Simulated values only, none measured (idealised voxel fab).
process module | voxel released beams
cross-section cut | 260 nm wide | cells 5 nm
A cross-section is a grid of square cells, given in bands from the top down. A band is one or more rows of cells.
Each band's line starts with the height of the band's top and of its bottom, in nm. Then come its materials from left to right, each with its width in nm. One material with "throughout" fills the band from edge to edge. "air" is empty space.
Height 0 is the level under which the wafer as received is all one material. The lowest band goes on downwards, as in "0 down".
A width such as "30 to 40" changes by the same amount from each row of cells to the next, from the band's top row to its bottom row.
"no change" after a step means that no cell of the cross-section changed.
closed voids: empty space of 8 cells or more with no open way to the top, each as width x height at its distance from the left edge, in nm
after a step's settings: what the simulator itself notes on the step
overlay nm, on a step with a mask: how far to the right of its planned place the mask lay; to the left if negative
plan
1 op RECEIVE | material Si
2 op CONFORMAL_DEP | material Al2O3 | thk nm 10
3 op DIRECTIONAL_DEP | material SiO2 | thk nm 20
4 op MASKED_ETCH | tone open | mask id ANCHOR | width nm 45 | etch materials SiO2 | depth nm 20 | overlay nm 0
5 op CONFORMAL_DEP | material W | thk nm 15
6 op MASKED_ETCH | tone cover | mask id BEAM | width nm 95 | etch materials W | depth nm 15 | overlay nm 0
7 op STRIP | etch materials SiO2
as received, after step 1
  0 down: Si throughout
  closed voids: none
first wafer at the end, as planned
  45 to 30: air 80 | W 20 | air 15 | W 60 | air 85
  30 to 25: air 85 | W 15 | air 15 | W 15 | air 130
  25 to 10: air 85 | W 45 | air 130
  10 to 0: Al2O3 throughout
  0 down: Si throughout
  closed voids: none
second wafer at the end: like start, like plan, one mistake
  45 to 30: air 80 | W 95 | air 85
  30 to 20: Al2O3 throughout
  20 to 0: SiO2 throughout
  0 down: Si throughout
  closed voids: none
what went wrong: steps 2 and 3 were swapped
at the end the second wafer has, in cells: 208 more of SiO2 | 24 fewer of W
